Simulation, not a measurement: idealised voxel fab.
process module | voxel capacitor over wiring
cross-section cut | 290 nm wide | cells 5 nm
A cross-section is a grid of square cells, given in bands from the top down. A band is one or more rows of cells.
Each band's line starts with the height of the band's top and of its bottom, in nm. Then come its materials from left to right, each with its width in nm. One material with "throughout" fills the band from edge to edge. "air" is empty space.
Height 0 is the level under which the wafer as received is all one material. The lowest band goes on downwards, as in "0 down".
A width such as "30 to 40" changes by the same amount from each row of cells to the next, from the band's top row to its bottom row.
"no change" after a step means that no cell of the cross-section changed.
closed voids: empty space of 8 cells or more with no open way to the top, each as width x height at its distance from the left edge, in nm
after a step's settings: what the simulator itself notes on the step
overlay nm, on a step with a mask: how far to the right of its planned place the mask lay; to the left if negative
plan
1 op RECEIVE | material Si
2 op CONFORMAL_DEP | material SiO2 | thk nm 15
3 op CONFORMAL_DEP | material SiN | thk nm 5
4 op DIRECTIONAL_DEP | material lowk | thk nm 25
5 op DIRECTIONAL_DEP | material aC | thk nm 10
6 op PATTERN | tone open | mask id METAL_1 | material resist | width nm 30 | pitch nm 85 | thk nm 30 | overlay nm 0
7 op DIRECTIONAL_ETCH | etch materials aC | depth nm 10
8 op STRIP | etch materials resist
9 op DIRECTIONAL_ETCH | etch materials lowk | depth nm 25
10 op DIRECTIONAL_ETCH | etch materials SiN | depth nm 5
11 op STRIP | etch materials aC
12 op CONFORMAL_DEP | material TiN | thk nm 5
13 op FILL_DEP | material W | thk nm 5
14 op CMP | height nm 45
15 op CONFORMAL_DEP | material SiCN | thk nm 5
16 op DIRECTIONAL_DEP | material SiO2 | thk nm 15
17 op MASKED_ETCH | tone open | mask id PLUG_1 | width nm 15 | etch materials SiO2 | depth nm 15 | overlay nm 0
18 op MASKED_ETCH | tone open | mask id PLUG_1 | width nm 15 | etch materials SiCN | depth nm 5 | overlay nm 0
19 op EPI | material Ru | thk nm 10
20 op EPI | material Ru | thk nm 10
21 op DIRECTIONAL_DEP | material TiN | thk nm 5
22 op DIRECTIONAL_DEP | material HfO2 | thk nm 5
23 op DIRECTIONAL_DEP | material TiN | thk nm 10
24 op MASKED_ETCH | tone cover | mask id UPPER_PLATE | width nm 60 | etch materials TiN | depth nm 10 | overlay nm 0
25 op MASKED_ETCH | tone cover | mask id UPPER_PLATE | width nm 60 | etch materials HfO2 | depth nm 5 | overlay nm 0
26 op DIRECTIONAL_DEP | material aC | thk nm 10
27 op PATTERN | tone cover | mask id LOWER_PLATE | material resist | width nm 70 | thk nm 25 | overlay nm 0
28 op DIRECTIONAL_ETCH | etch materials aC | depth nm 10
29 op STRIP | etch materials resist
30 op DIRECTIONAL_ETCH | etch materials TiN | depth nm 5
31 op STRIP | etch materials aC
32 op FILL_DEP | material SiO2 | thk nm 20
33 op CMP | height nm 100
34 op DIRECTIONAL_DEP | material aC | thk nm 15
35 op PATTERN | tone open | mask id PLUG_2 | material resist | width nm 15 | thk nm 30 | overlay nm 0
36 op DIRECTIONAL_ETCH | etch materials aC | depth nm 15
37 op STRIP | etch materials resist
38 op DIRECTIONAL_ETCH | etch materials SiO2 | depth nm 15
39 op STRIP | etch materials aC
40 op CONFORMAL_DEP | material TiN | thk nm 5
41 op FILL_DEP | material Cu | thk nm 5
42 op CMP | height nm 100
43 op CONFORMAL_DEP | material SiN | thk nm 5
first wafer, as planned
as received, after step 1
  0 down: Si throughout
  closed voids: none
after step 2
  15 to 0: SiO2 throughout
  below 0: unchanged
after step 3
  20 to 15: SiN throughout
  below 15: unchanged
after step 4
  45 to 20: lowk throughout
  below 20: unchanged
after step 5
  55 to 45: aC throughout
  below 45: unchanged
after step 6
  85 to 55: resist 85 | air 30 | resist 55 | air 30 | resist 90
  below 55: unchanged
after step 7
  75 to 55: resist 85 | air 30 | resist 55 | air 30 | resist 90
  55 to 45: aC 85 | air 30 | aC 55 | air 30 | aC 90
  below 45: unchanged
after step 8
  55 to 45: aC 85 | air 30 | aC 55 | air 30 | aC 90
  below 45: unchanged
after step 9
  55 to 45: aC 85 | air 30 | aC 55 | air 30 | aC 90
  45 to 20: lowk 85 | air 30 | lowk 55 | air 30 | lowk 90
  below 20: unchanged
after step 10
  55 to 45: aC 85 | air 30 | aC 55 | air 30 | aC 90
  45 to 20: lowk 85 | air 30 | lowk 55 | air 30 | lowk 90
  20 to 15: SiN 85 | air 30 | SiN 55 | air 30 | SiN 90
  below 15: unchanged
after step 11
  45 to 20: lowk 85 | air 30 | lowk 55 | air 30 | lowk 90
  below 20: unchanged
after step 12
  50 to 45: TiN 90 | air 20 | TiN 65 | air 20 | TiN 95
  45 to 20: lowk 85 | TiN 5 | air 20 | TiN 5 | lowk 55 | TiN 5 | air 20 | TiN 5 | lowk 90
  20 to 15: SiN 85 | TiN 30 | SiN 55 | TiN 30 | SiN 90
  below 15: unchanged
after step 13
  55 to 50: W throughout
  50 to 45: TiN 90 | W 20 | TiN 65 | W 20 | TiN 95
  45 to 20: lowk 85 | TiN 5 | W 20 | TiN 5 | lowk 55 | TiN 5 | W 20 | TiN 5 | lowk 90
  below 20: unchanged
after step 14
  45 to 20: lowk 85 | TiN 5 | W 20 | TiN 5 | lowk 55 | TiN 5 | W 20 | TiN 5 | lowk 90
  below 20: unchanged
after step 15
  50 to 45: SiCN throughout
  below 45: unchanged
after step 16
  65 to 50: SiO2 throughout
  below 50: unchanged
after step 17
  65 to 50: SiO2 100 | air 15 | SiO2 175
  below 50: unchanged
after step 18
  65 to 50: SiO2 100 | air 15 | SiO2 175
  50 to 45: SiCN 100 | air 15 | SiCN 175
  below 45: unchanged
after step 19
  65 to 55: SiO2 100 | air 15 | SiO2 175
  55 to 50: SiO2 100 | Ru 15 | SiO2 175
  50 to 45: SiCN 100 | Ru 15 | SiCN 175
  below 45: unchanged
after step 20
  65 to 50: SiO2 100 | Ru 15 | SiO2 175
  below 50: unchanged
after step 21
  70 to 65: TiN throughout
  below 65: unchanged
after step 22
  75 to 70: HfO2 throughout
  below 70: unchanged
after step 23
  85 to 75: TiN throughout
  below 75: unchanged
after step 24
  85 to 75: air 100 | TiN 60 | air 130
  below 75: unchanged
after step 25
  85 to 75: air 100 | TiN 60 | air 130
  75 to 70: air 100 | HfO2 60 | air 130
  below 70: unchanged
after step 26
  95 to 85: air 100 | aC 60 | air 130
  85 to 80: air 100 | TiN 60 | air 130
  80 to 75: aC 100 | TiN 60 | aC 130
  75 to 70: aC 100 | HfO2 60 | aC 130
  below 70: unchanged
after step 27
  120 to 95: air 95 | resist 70 | air 125
  95 to 85: air 95 | resist 5 | aC 60 | resist 5 | air 125
  85 to 80: air 95 | resist 5 | TiN 60 | resist 5 | air 125
  below 80: unchanged
after step 28
  110 to 95: air 95 | resist 70 | air 125
  95 to 85: air 95 | resist 5 | aC 60 | resist 5 | air 125
  85 to 80: air 95 | resist 5 | TiN 60 | resist 5 | air 125
  80 to 75: air 95 | aC 5 | TiN 60 | aC 5 | air 125
  75 to 70: air 95 | aC 5 | HfO2 60 | aC 5 | air 125
  below 70: unchanged
after step 29
  95 to 85: air 100 | aC 60 | air 130
  85 to 80: air 100 | TiN 60 | air 130
  below 80: unchanged
after step 30
  95 to 85: air 100 | aC 60 | air 130
  85 to 80: air 100 | TiN 60 | air 130
  80 to 75: air 95 | aC 5 | TiN 60 | aC 5 | air 125
  75 to 70: air 95 | aC 5 | HfO2 60 | aC 5 | air 125
  70 to 65: air 95 | TiN 70 | air 125
  below 65: unchanged
after step 31
  85 to 75: air 100 | TiN 60 | air 130
  75 to 70: air 100 | HfO2 60 | air 130
  below 70: unchanged
after step 32
  105 to 85: SiO2 throughout
  85 to 75: SiO2 100 | TiN 60 | SiO2 130
  75 to 70: SiO2 100 | HfO2 60 | SiO2 130
  70 to 65: SiO2 95 | TiN 70 | SiO2 125
  below 65: unchanged
after step 33
  100 to 85: SiO2 throughout
  below 85: unchanged
after step 34
  115 to 100: aC throughout
  below 100: unchanged
after step 35
  145 to 115: resist 110 | air 15 | resist 165
  below 115: unchanged
after step 36
  130 to 115: resist 110 | air 15 | resist 165
  115 to 100: aC 110 | air 15 | aC 165
  below 100: unchanged
after step 37
  115 to 100: aC 110 | air 15 | aC 165
  below 100: unchanged
after step 38
  115 to 100: aC 110 | air 15 | aC 165
  100 to 85: SiO2 110 | air 15 | SiO2 165
  below 85: unchanged
after step 39
  100 to 85: SiO2 110 | air 15 | SiO2 165
  below 85: unchanged
after step 40
  105 to 100: TiN 115 | air 5 | TiN 170
  100 to 90: SiO2 110 | TiN 5 | air 5 | TiN 5 | SiO2 165
  90 to 85: SiO2 110 | TiN 15 | SiO2 165
  below 85: unchanged
after step 41
  110 to 105: Cu throughout
  105 to 100: TiN 115 | Cu 5 | TiN 170
  100 to 90: SiO2 110 | TiN 5 | Cu 5 | TiN 5 | SiO2 165
  below 90: unchanged
after step 42
  100 to 90: SiO2 110 | TiN 5 | Cu 5 | TiN 5 | SiO2 165
  below 90: unchanged
after step 43
  105 to 100: SiN throughout
  below 100: unchanged
second wafer: like start, like plan, one mistake. Through step 16 it matches the first wafer
when step 17 should have ended
  65 to 60: SiO2 100 | air 15 | SiO2 175
  below 60: unchanged
when step 18 should have ended: no change
when step 19 should have ended: no change
when step 20 should have ended: no change
when step 21 should have ended
  70 to 65: TiN 100 | air 15 | TiN 175
  65 to 60: SiO2 100 | TiN 15 | SiO2 175
  below 60: unchanged
when step 22 should have ended
  75 to 70: HfO2 100 | air 15 | HfO2 175
  70 to 65: TiN 100 | HfO2 15 | TiN 175
  below 65: unchanged
when step 23 should have ended
  85 to 80: TiN 100 | air 15 | TiN 175
  80 to 75: TiN throughout
  75 to 70: HfO2 100 | TiN 15 | HfO2 175
  below 70: unchanged
when step 24 should have ended
  85 to 75: air 115 to 100 | TiN 45 to 60 | air 130
  below 75: unchanged
when step 25 should have ended
  85 to 75: air 115 to 100 | TiN 45 to 60 | air 130
  75 to 70: air 100 | TiN 15 | HfO2 45 | air 130
  below 70: unchanged
when step 26 should have ended
  95 to 85: air 115 to 100 | aC 45 to 60 | air 130
  85 to 80: air 100 | aC 15 | TiN 45 | air 130
  80 to 75: aC 100 | TiN 60 | aC 130
  75 to 70: aC 100 | TiN 15 | HfO2 45 | aC 130
  below 70: unchanged
when step 27 should have ended
  120 to 95: air 95 | resist 70 | air 125
  95 to 85: air 95 | resist 20 to 5 | aC 45 to 60 | resist 5 | air 125
  85 to 80: air 95 | resist 5 | aC 15 | TiN 45 | resist 5 | air 125
  below 80: unchanged
when step 28 should have ended
  110 to 95: air 95 | resist 70 | air 125
  95 to 85: air 95 | resist 20 to 5 | aC 45 to 60 | resist 5 | air 125
  85 to 80: air 95 | resist 5 | aC 15 | TiN 45 | resist 5 | air 125
  80 to 75: air 95 | aC 5 | TiN 60 | aC 5 | air 125
  75 to 70: air 95 | aC 5 | TiN 15 | HfO2 45 | aC 5 | air 125
  below 70: unchanged
when step 29 should have ended
  95 to 85: air 115 to 100 | aC 45 to 60 | air 130
  85 to 80: air 100 | aC 15 | TiN 45 | air 130
  below 80: unchanged
when step 30 should have ended
  95 to 85: air 115 to 100 | aC 45 to 60 | air 130
  85 to 80: air 100 | aC 15 | TiN 45 | air 130
  80 to 75: air 95 | aC 5 | TiN 60 | aC 5 | air 125
  75 to 70: air 95 | aC 5 | TiN 15 | HfO2 45 | aC 5 | air 125
  70 to 65: air 95 | TiN 5 | HfO2 15 | TiN 50 | air 125
  below 65: unchanged
when step 31 should have ended
  85 to 75: air 115 to 100 | TiN 45 to 60 | air 130
  75 to 70: air 100 | TiN 15 | HfO2 45 | air 130
  below 70: unchanged
when step 32 should have ended
  105 to 85: SiO2 throughout
  85 to 75: SiO2 115 to 100 | TiN 45 to 60 | SiO2 130
  75 to 70: SiO2 100 | TiN 15 | HfO2 45 | SiO2 130
  70 to 65: SiO2 95 | TiN 5 | HfO2 15 | TiN 50 | SiO2 125
  below 65: unchanged
when step 33 should have ended
  100 to 85: SiO2 throughout
  below 85: unchanged
when step 34 should have ended
  115 to 100: aC throughout
  below 100: unchanged
when step 35 should have ended
  145 to 115: resist 110 | air 15 | resist 165
  below 115: unchanged
when step 36 should have ended
  130 to 115: resist 110 | air 15 | resist 165
  115 to 100: aC 110 | air 15 | aC 165
  below 100: unchanged
when step 37 should have ended
  115 to 100: aC 110 | air 15 | aC 165
  below 100: unchanged
when step 38 should have ended
  115 to 100: aC 110 | air 15 | aC 165
  100 to 85: SiO2 110 | air 15 | SiO2 165
  below 85: unchanged
when step 39 should have ended
  100 to 85: SiO2 110 | air 15 | SiO2 165
  below 85: unchanged
when step 40 should have ended
  105 to 100: TiN 115 | air 5 | TiN 170
  100 to 90: SiO2 110 | TiN 5 | air 5 | TiN 5 | SiO2 165
  90 to 80: SiO2 110 to 115 | TiN 15 to 45 | SiO2 165 to 130
  below 80: unchanged
when step 41 should have ended
  110 to 105: Cu throughout
  105 to 100: TiN 115 | Cu 5 | TiN 170
  100 to 90: SiO2 110 | TiN 5 | Cu 5 | TiN 5 | SiO2 165
  below 90: unchanged
when step 42 should have ended
  100 to 90: SiO2 110 | TiN 5 | Cu 5 | TiN 5 | SiO2 165
  below 90: unchanged
when step 43 should have ended
  105 to 100: SiN throughout
  below 100: unchanged
what went wrong: step 17 ran as: op MASKED_ETCH | tone open | mask id PLUG_1 | width nm 15 | etch materials SiO2 | depth nm 5 | overlay nm 0
at the end the second wafer has, in cells: 12 fewer of Ru | 3 more of SiCN | 9 more of SiO2
